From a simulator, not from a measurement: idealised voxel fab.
Process module, titled voxel transistor to metal
The width of the displayed cross-section, cut, is 205 nm; its cells are square, with a size of 5 nm.
In this document a cross-section is written as a grid of square cells. It is given as a series of bands, listed from the top down, and a band is one or more rows of cells. This entry defines a band. It first specifies the height of the band's top and the height of its bottom in nm, and then specifies the band's materials from left to right, stating each material with its width in nm. The word "edge to edge" identifies a single material that fills the band from edge to edge, while the word "empty" identifies empty space. Measure heights from 0. That's the level where, below it, the as-received wafer is all one material. The lowest band is bottomless and extends downward; write it as in "0 -> down". The two numbers in a width such as "30..40" mark its ends across the band: the first belongs to the top row of cells, the second to the bottom row, and from each row to the next the width moves by the same amount. Where a step carries "remained the same", the cross-section came out of it unchanged, cell for cell. "Enclosed cavity list" enumerates empty spaces isolated from the top, with no open way to it, that contain at least 8 cells, giving each as width x height at distance from the left edge, all three in nm. That trailing text on a step's line, after the settings, is the simulator's own remark on the step. Each step line may optionally specify "overlay nm", which for a step with a mask gives the rightward distance between the mask's planned place and where it lay, a negative value indicating the leftward direction.
[So here's the lineup of process steps we planned]
| 1 | RECEIVE | material Si |
| 2 | CONFORMAL_DEP | material SiO2 | thk nm 5 |
| 3 | CONFORMAL_DEP | material SiN | thk nm 15 |
| 4 | MASKED_ETCH | tone cover | mask id ACTIVE | width nm 95 | etch materials SiN | depth nm 15 | overlay nm 0 |
| 5 | MASKED_ETCH | tone cover | mask id ACTIVE | width nm 95 | etch materials SiO2 | depth nm 5 | overlay nm 0 |
| 6 | MASKED_ETCH | tone cover | mask id ACTIVE | width nm 95 | etch materials Si | depth nm 25 | overlay nm 0 |
| 7 | FILL_DEP | material SiO2 | thk nm 15 |
| 8 | CMP | height nm 20 |
| 9 | SELECTIVE_ETCH | etch materials SiO2 | depth nm 15 |
| 10 | STRIP | etch materials SiN |
| 11 | SELECTIVE_ETCH | etch materials SiO2 | depth nm 5 |
| 12 | OXIDIZE | depth nm 5 |
| 13 | DIRECTIONAL_DEP | material polySi | thk nm 30 |
| 14 | DIRECTIONAL_DEP | material SiCN | thk nm 15 |
| 15 | DIRECTIONAL_DEP | material aC | thk nm 15 |
| 16 | PATTERN | tone cover | mask id GATE | material resist | width nm 15 | thk nm 35 | overlay nm 0 |
| 17 | DIRECTIONAL_ETCH | etch materials aC | depth nm 15 |
| 18 | STRIP | etch materials resist |
| 19 | DIRECTIONAL_ETCH | etch materials SiCN | depth nm 25 |
| 20 | DIRECTIONAL_ETCH | etch materials polySi | depth nm 40 |
| 21 | STRIP | etch materials aC |
| 22 | CONFORMAL_DEP | material SiN | thk nm 5 |
| 23 | DIRECTIONAL_ETCH | etch materials SiN | depth nm 5 |
| 24 | DIRECTIONAL_ETCH | etch materials SiO2 | depth nm 5 |
| 25 | DIRECTIONAL_ETCH | etch materials Si | depth nm 15 |
| 26 | EPI | material pSi | thk nm 20 |
| 27 | FILL_DEP | material SiO2 | thk nm 5 |
| 28 | CMP | height nm 45 |
| 29 | DIRECTIONAL_DEP | material SiO2 | thk nm 15 |
| 30 | PATTERN | tone open | mask id CONTACT | material resist | width nm 20 | pitch nm 65 | thk nm 15 | overlay nm 0 |
| 31 | DIRECTIONAL_ETCH | etch materials SiO2 | depth nm 60 |
| 32 | STRIP | etch materials resist |
| 33 | CONFORMAL_DEP | material TiN | thk nm 5 |
| 34 | FILL_DEP | material W | thk nm 10 |
| 35 | CMP | height nm 60 |
| 36 | CONFORMAL_DEP | material SiCN | thk nm 5 |
| 37 | DIRECTIONAL_DEP | material lowk | thk nm 20 |
| 38 | MASKED_ETCH | tone open | mask id METAL_1 | width nm 20 | pitch nm 65 | etch materials lowk | depth nm 20 | overlay nm 0 |
| 39 | MASKED_ETCH | tone open | mask id METAL_1 | width nm 20 | pitch nm 65 | etch materials SiCN | depth nm 5 | overlay nm 0 |
| 40 | CONFORMAL_DEP | material TiN | thk nm 5 |
| 41 | FILL_DEP | material Cu | thk nm 5 |
| 42 | CMP | height nm 85 |
| 43 | CONFORMAL_DEP | material SiCN | thk nm 5 |
| 44 | DIRECTIONAL_DEP | material SiO2 | thk nm 30 |
| 45 | PATTERN | tone open | mask id METAL_2_HOLES | material resist | width nm 15 | pitch nm 65 | thk nm 15 | overlay nm 0 |
| 46 | DIRECTIONAL_ETCH | etch materials SiO2 | depth nm 30 |
| 47 | STRIP | etch materials resist |
| 48 | MASKED_ETCH | tone open | mask id METAL_2 | width nm 20 | pitch nm 65 | etch materials SiO2 | depth nm 15 | overlay nm 0 |
| 49 | MASKED_ETCH | tone open | mask id METAL_2 | width nm 20 | pitch nm 65 | etch materials SiCN | depth nm 5 | overlay nm 0 |
| 50 | CONFORMAL_DEP | material TiN | thk nm 5 |
| 51 | FILL_DEP | material Cu | thk nm 10 |
| 52 | CMP | height nm 120 |
| 53 | CONFORMAL_DEP | material SiCN | thk nm 5 |
[First of two wafers, with the run carried out as planned]
[Cross-section of the wafer at receipt, which is the condition after step 1]
- 0 -> down  Si edge to edge
- Enclosed cavity list: none
[Cross-section of the wafer subsequent to step 2]
- 5 -> 0  SiO2 edge to edge
- Unchanged below 0.
[Cross-section of the wafer subsequent to step 3]
- 20 -> 5  SiN edge to edge
- Unchanged below 5.
[Cross-section of the wafer subsequent to step 4]
- 20 -> 5  empty (55) | SiN (95) | empty (55)
- Unchanged below 5.
[Cross-section of the wafer subsequent to step 5]
- 20 -> 5  empty (55) | SiN (95) | empty (55)
- 5 -> 0  empty (55) | SiO2 (95) | empty (55)
- Unchanged below 0.
[Cross-section of the wafer subsequent to step 6]
- 20 -> 5  empty (55) | SiN (95) | empty (55)
- 5 -> 0  empty (55) | SiO2 (95) | empty (55)
- 0 -> -25  empty (55) | Si (95) | empty (55)
- Unchanged below -25.
[Cross-section of the wafer subsequent to step 7]
- 35 -> 20  SiO2 edge to edge
- 20 -> 5  SiO2 (55) | SiN (95) | SiO2 (55)
- 5 -> 0  SiO2 edge to edge
- 0 -> -25  SiO2 (55) | Si (95) | SiO2 (55)
- Unchanged below -25.
[Cross-section of the wafer subsequent to step 8]
- 20 -> 5  SiO2 (55) | SiN (95) | SiO2 (55)
- Unchanged below 5.
[Cross-section of the wafer subsequent to step 9]
- 20 -> 5  empty (55) | SiN (95) | empty (55)
- Unchanged below 5.
[Cross-section of the wafer subsequent to step 10]
- 5 -> 0  SiO2 edge to edge
- Unchanged below 0.
[Cross-section of the wafer subsequent to step 11]
- 0 -> -25  SiO2 (55) | Si (95) | SiO2 (55)
- Unchanged below -25.
[Cross-section of the wafer subsequent to step 12]
- 0 -> -5  SiO2 edge to edge
- Unchanged below -5.
[Cross-section of the wafer subsequent to step 13]
- 30 -> 0  polySi edge to edge
- Unchanged below 0.
[Cross-section of the wafer subsequent to step 14]
- 45 -> 30  SiCN edge to edge
- Unchanged below 30.
[Cross-section of the wafer subsequent to step 15]
- 60 -> 45  aC edge to edge
- Unchanged below 45.
[Cross-section of the wafer subsequent to step 16]
- 95 -> 60  empty (95) | resist (15) | empty (95)
- Unchanged below 60.
[Cross-section of the wafer subsequent to step 17]
- 80 -> 60  empty (95) | resist (15) | empty (95)
- 60 -> 45  empty (95) | aC (15) | empty (95)
- Unchanged below 45.
[Cross-section of the wafer subsequent to step 18]
- 60 -> 45  empty (95) | aC (15) | empty (95)
- Unchanged below 45.
[Cross-section of the wafer subsequent to step 19]
- 60 -> 45  empty (95) | aC (15) | empty (95)
- 45 -> 30  empty (95) | SiCN (15) | empty (95)
- Unchanged below 30.
[Cross-section of the wafer subsequent to step 20]
- 60 -> 45  empty (95) | aC (15) | empty (95)
- 45 -> 30  empty (95) | SiCN (15) | empty (95)
- 30 -> 0  empty (95) | polySi (15) | empty (95)
- Unchanged below 0.
[Cross-section of the wafer subsequent to step 21]
- 45 -> 30  empty (95) | SiCN (15) | empty (95)
- Unchanged below 30.
[Cross-section of the wafer subsequent to step 22]
- 50 -> 45  empty (90) | SiN (25) | empty (90)
- 45 -> 30  empty (90) | SiN (5) | SiCN (15) | SiN (5) | empty (90)
- 30 -> 5  empty (90) | SiN (5) | polySi (15) | SiN (5) | empty (90)
- 5 -> 0  SiN (95) | polySi (15) | SiN (95)
- Unchanged below 0.
[Cross-section of the wafer subsequent to step 23]
- 45 -> 30  empty (90) | SiN (5) | SiCN (15) | SiN (5) | empty (90)
- 30 -> 0  empty (90) | SiN (5) | polySi (15) | SiN (5) | empty (90)
- Unchanged below 0.
[Cross-section of the wafer subsequent to step 24]
- 45 -> 30  empty (90) | SiN (5) | SiCN (15) | SiN (5) | empty (90)
- 30 -> 0  empty (90) | SiN (5) | polySi (15) | SiN (5) | empty (90)
- 0 -> -5  empty (90) | SiO2 (25) | empty (90)
- Unchanged below -5.
[Cross-section of the wafer subsequent to step 25]
- 45 -> 30  empty (90) | SiN (5) | SiCN (15) | SiN (5) | empty (90)
- 30 -> 0  empty (90) | SiN (5) | polySi (15) | SiN (5) | empty (90)
- 0 -> -5  empty (90) | SiO2 (25) | empty (90)
- -5 -> -20  SiO2 (55) | empty (35) | Si (25) | empty (35) | SiO2 (55)
- Unchanged below -20.
[Cross-section of the wafer subsequent to step 26]
- 45 -> 30  empty (90) | SiN (5) | SiCN (15) | SiN (5) | empty (90)
- 30 -> 15  empty (90) | SiN (5) | polySi (15) | SiN (5) | empty (90)
- 15 -> 0  empty (70) | pSi (20) | SiN (5) | polySi (15) | SiN (5) | pSi (20) | empty (70)
- 0 -> -5  empty (50) | pSi (40) | SiO2 (25) | pSi (40) | empty (50)
- -5 -> -20  SiO2 (55) | pSi (35) | Si (25) | pSi (35) | SiO2 (55)
- Unchanged below -20.
[Cross-section of the wafer subsequent to step 27]
- 50 -> 45  SiO2 edge to edge
- 45 -> 30  SiO2 (90) | SiN (5) | SiCN (15) | SiN (5) | SiO2 (90)
- 30 -> 15  SiO2 (90) | SiN (5) | polySi (15) | SiN (5) | SiO2 (90)
- 15 -> 0  SiO2 (70) | pSi (20) | SiN (5) | polySi (15) | SiN (5) | pSi (20) | SiO2 (70)
- 0 -> -5  SiO2 (50) | pSi (40) | SiO2 (25) | pSi (40) | SiO2 (50)
- Unchanged below -5.
[Cross-section of the wafer subsequent to step 28]
- 45 -> 30  SiO2 (90) | SiN (5) | SiCN (15) | SiN (5) | SiO2 (90)
- Unchanged below 30.
[Cross-section of the wafer subsequent to step 29]
- 60 -> 45  SiO2 edge to edge
- Unchanged below 45.
[Cross-section of the wafer subsequent to step 30]
- 75 -> 60  resist (60) | empty (20) | resist (45) | empty (20) | resist (60)
- Unchanged below 60.
[Cross-section of the wafer subsequent to step 31]
- 75 -> 60  resist (60) | empty (20) | resist (45) | empty (20) | resist (60)
- 60 -> 45  SiO2 (60) | empty (20) | SiO2 (45) | empty (20) | SiO2 (60)
- 45 -> 30  SiO2 (60) | empty (20) | SiO2 (10) | SiN (5) | SiCN (15) | SiN (5) | SiO2 (10) | empty (20) | SiO2 (60)
- 30 -> 15  SiO2 (60) | empty (20) | SiO2 (10) | SiN (5) | polySi (15) | SiN (5) | SiO2 (10) | empty (20) | SiO2 (60)
- 15 -> 0  SiO2 (60) | empty (10) | pSi (20) | SiN (5) | polySi (15) | SiN (5) | pSi (20) | empty (10) | SiO2 (60)
- Unchanged below 0.
[Cross-section of the wafer subsequent to step 32]
- 60 -> 45  SiO2 (60) | empty (20) | SiO2 (45) | empty (20) | SiO2 (60)
- Unchanged below 45.
[Cross-section of the wafer subsequent to step 33]
- 65 -> 60  TiN (65) | empty (10) | TiN (55) | empty (10) | TiN (65)
- 60 -> 45  SiO2 (60) | TiN (5) | empty (10) | TiN (5) | SiO2 (45) | TiN (5) | empty (10) | TiN (5) | SiO2 (60)
- 45 -> 30  SiO2 (60) | TiN (5) | empty (10) | TiN (5) | SiO2 (10) | SiN (5) | SiCN (15) | SiN (5) | SiO2 (10) | TiN (5) | empty (10) | TiN (5) | SiO2 (60)
- 30 -> 20  SiO2 (60) | TiN (5) | empty (10) | TiN (5) | SiO2 (10) | SiN (5) | polySi (15) | SiN (5) | SiO2 (10) | TiN (5) | empty (10) | TiN (5) | SiO2 (60)
- 20 -> 15  SiO2 (60) | TiN (20) | SiO2 (10) | SiN (5) | polySi (15) | SiN (5) | SiO2 (10) | TiN (20) | SiO2 (60)
- 15 -> 0  SiO2 (60) | TiN (10) | pSi (20) | SiN (5) | polySi (15) | SiN (5) | pSi (20) | TiN (10) | SiO2 (60)
- Unchanged below 0.
[Cross-section of the wafer subsequent to step 34]
- 75 -> 65  W edge to edge
- 65 -> 60  TiN (65) | W (10) | TiN (55) | W (10) | TiN (65)
- 60 -> 45  SiO2 (60) | TiN (5) | W (10) | TiN (5) | SiO2 (45) | TiN (5) | W (10) | TiN (5) | SiO2 (60)
- 45 -> 30  SiO2 (60) | TiN (5) | W (10) | TiN (5) | SiO2 (10) | SiN (5) | SiCN (15) | SiN (5) | SiO2 (10) | TiN (5) | W (10) | TiN (5) | SiO2 (60)
- 30 -> 20  SiO2 (60) | TiN (5) | W (10) | TiN (5) | SiO2 (10) | SiN (5) | polySi (15) | SiN (5) | SiO2 (10) | TiN (5) | W (10) | TiN (5) | SiO2 (60)
- Unchanged below 20.
[Cross-section of the wafer subsequent to step 35]
- 60 -> 45  SiO2 (60) | TiN (5) | W (10) | TiN (5) | SiO2 (45) | TiN (5) | W (10) | TiN (5) | SiO2 (60)
- Unchanged below 45.
[Cross-section of the wafer subsequent to step 36]
- 65 -> 60  SiCN edge to edge
- Unchanged below 60.
[Cross-section of the wafer subsequent to step 37]
- 85 -> 65  lowk edge to edge
- Unchanged below 65.
[Cross-section of the wafer subsequent to step 38]
- 85 -> 65  lowk (60) | empty (20) | lowk (45) | empty (20) | lowk (60)
- Unchanged below 65.
[Cross-section of the wafer subsequent to step 39]
- 85 -> 65  lowk (60) | empty (20) | lowk (45) | empty (20) | lowk (60)
- 65 -> 60  SiCN (60) | empty (20) | SiCN (45) | empty (20) | SiCN (60)
- Unchanged below 60.
[Cross-section of the wafer subsequent to step 40]
- 90 -> 85  TiN (65) | empty (10) | TiN (55) | empty (10) | TiN (65)
- 85 -> 65  lowk (60) | TiN (5) | empty (10) | TiN (5) | lowk (45) | TiN (5) | empty (10) | TiN (5) | lowk (60)
- 65 -> 60  SiCN (60) | TiN (20) | SiCN (45) | TiN (20) | SiCN (60)
- Unchanged below 60.
[Cross-section of the wafer subsequent to step 41]
- 95 -> 90  Cu edge to edge
- 90 -> 85  TiN (65) | Cu (10) | TiN (55) | Cu (10) | TiN (65)
- 85 -> 65  lowk (60) | TiN (5) | Cu (10) | TiN (5) | lowk (45) | TiN (5) | Cu (10) | TiN (5) | lowk (60)
- Unchanged below 65.
[Cross-section of the wafer subsequent to step 42]
- 85 -> 65  lowk (60) | TiN (5) | Cu (10) | TiN (5) | lowk (45) | TiN (5) | Cu (10) | TiN (5) | lowk (60)
- Unchanged below 65.
[Cross-section of the wafer subsequent to step 43]
- 90 -> 85  SiCN edge to edge
- Unchanged below 85.
[Cross-section of the wafer subsequent to step 44]
- 120 -> 90  SiO2 edge to edge
- Unchanged below 90.
[Cross-section of the wafer subsequent to step 45]
- 135 -> 120  resist (60) | empty (15) | resist (50) | empty (15) | resist (65)
- Unchanged below 120.
[Cross-section of the wafer subsequent to step 46]
- 135 -> 120  resist (60) | empty (15) | resist (50) | empty (15) | resist (65)
- 120 -> 90  SiO2 (60) | empty (15) | SiO2 (50) | empty (15) | SiO2 (65)
- Unchanged below 90.
[Cross-section of the wafer subsequent to step 47]
- 120 -> 90  SiO2 (60) | empty (15) | SiO2 (50) | empty (15) | SiO2 (65)
- Unchanged below 90.
[Cross-section of the wafer subsequent to step 48]
- 120 -> 105  SiO2 (60) | empty (20) | SiO2 (45) | empty (20) | SiO2 (60)
- Unchanged below 105.
[Cross-section of the wafer subsequent to step 49]
- 120 -> 105  SiO2 (60) | empty (20) | SiO2 (45) | empty (20) | SiO2 (60)
- 105 -> 90  SiO2 (60) | empty (15) | SiO2 (50) | empty (15) | SiO2 (65)
- 90 -> 85  SiCN (60) | empty (15) | SiCN (50) | empty (15) | SiCN (65)
- Unchanged below 85.
[Cross-section of the wafer subsequent to step 50]
- 125 -> 120  TiN (65) | empty (10) | TiN (55) | empty (10) | TiN (65)
- 120 -> 110  SiO2 (60) | TiN (5) | empty (10) | TiN (5) | SiO2 (45) | TiN (5) | empty (10) | TiN (5) | SiO2 (60)
- 110 -> 105  SiO2 (60) | TiN (5) | empty (5) | TiN (10) | SiO2 (45) | TiN (5) | empty (5) | TiN (10) | SiO2 (60)
- 105 -> 90  SiO2 (60) | TiN (5) | empty (5) | TiN (5) | SiO2 (50) | TiN (5) | empty (5) | TiN (5) | SiO2 (65)
- 90 -> 85  SiCN (60) | TiN (15) | SiCN (50) | TiN (15) | SiCN (65)
- Unchanged below 85.
[Cross-section of the wafer subsequent to step 51]
- 135 -> 125  Cu edge to edge
- 125 -> 120  TiN (65) | Cu (10) | TiN (55) | Cu (10) | TiN (65)
- 120 -> 110  SiO2 (60) | TiN (5) | Cu (10) | TiN (5) | SiO2 (45) | TiN (5) | Cu (10) | TiN (5) | SiO2 (60)
- 110 -> 105  SiO2 (60) | TiN (5) | Cu (5) | TiN (10) | SiO2 (45) | TiN (5) | Cu (5) | TiN (10) | SiO2 (60)
- 105 -> 90  SiO2 (60) | TiN (5) | Cu (5) | TiN (5) | SiO2 (50) | TiN (5) | Cu (5) | TiN (5) | SiO2 (65)
- Unchanged below 90.
[Cross-section of the wafer subsequent to step 52]
- 120 -> 110  SiO2 (60) | TiN (5) | Cu (10) | TiN (5) | SiO2 (45) | TiN (5) | Cu (10) | TiN (5) | SiO2 (60)
- Unchanged below 110.
[Cross-section of the wafer subsequent to step 53]
- 125 -> 120  SiCN edge to edge
- Unchanged below 120.
[Wafer two of two - same starting point, same process plan, one mistake in execution; matches wafer one up to and including step 47]
[Cross-section: second wafer, time at which step 48 was scheduled to end]
- 120 -> 105  SiO2 (55) | empty (30) | SiO2 (35) | empty (30) | SiO2 (55)
- Unchanged below 105.
[Cross-section: second wafer, time at which step 49 was scheduled to end]
- 120 -> 105  SiO2 (55) | empty (30) | SiO2 (35) | empty (30) | SiO2 (55)
- 105 -> 90  SiO2 (60) | empty (15) | SiO2 (50) | empty (15) | SiO2 (65)
- 90 -> 85  SiCN (60) | empty (15) | SiCN (50) | empty (15) | SiCN (65)
- Unchanged below 85.
[Cross-section: second wafer, time at which step 50 was scheduled to end]
- 125 -> 120  TiN (60) | empty (20) | TiN (45) | empty (20) | TiN (60)
- 120 -> 110  SiO2 (55) | TiN (5) | empty (20) | TiN (5) | SiO2 (35) | TiN (5) | empty (20) | TiN (5) | SiO2 (55)
- 110 -> 105  SiO2 (55) | TiN (10) | empty (5) | TiN (15) | SiO2 (35) | TiN (10) | empty (5) | TiN (15) | SiO2 (55)
- 105 -> 90  SiO2 (60) | TiN (5) | empty (5) | TiN (5) | SiO2 (50) | TiN (5) | empty (5) | TiN (5) | SiO2 (65)
- 90 -> 85  SiCN (60) | TiN (15) | SiCN (50) | TiN (15) | SiCN (65)
- Unchanged below 85.
[Cross-section: second wafer, time at which step 51 was scheduled to end]
- 135 -> 125  Cu edge to edge
- 125 -> 120  TiN (60) | Cu (20) | TiN (45) | Cu (20) | TiN (60)
- 120 -> 110  SiO2 (55) | TiN (5) | Cu (20) | TiN (5) | SiO2 (35) | TiN (5) | Cu (20) | TiN (5) | SiO2 (55)
- 110 -> 105  SiO2 (55) | TiN (10) | Cu (5) | TiN (15) | SiO2 (35) | TiN (10) | Cu (5) | TiN (15) | SiO2 (55)
- 105 -> 90  SiO2 (60) | TiN (5) | Cu (5) | TiN (5) | SiO2 (50) | TiN (5) | Cu (5) | TiN (5) | SiO2 (65)
- Unchanged below 90.
[Cross-section: second wafer, time at which step 52 was scheduled to end]
- 120 -> 110  SiO2 (55) | TiN (5) | Cu (20) | TiN (5) | SiO2 (35) | TiN (5) | Cu (20) | TiN (5) | SiO2 (55)
- Unchanged below 110.
[Cross-section: second wafer, time at which step 53 was scheduled to end]
- 125 -> 120  SiCN edge to edge
- Unchanged below 120.
What went wrong in running the wafer? step 48 ran as: MASKED_ETCH | tone open | mask id METAL_2 | width nm 30 | pitch nm 65 | etch materials SiO2 | depth nm 15 | overlay nm 0
Looking at both finished wafers in cells, the second ends up ahead of or behind the first on some materials: Cu: 8 more; SiO2: 12 fewer; TiN: 4 more
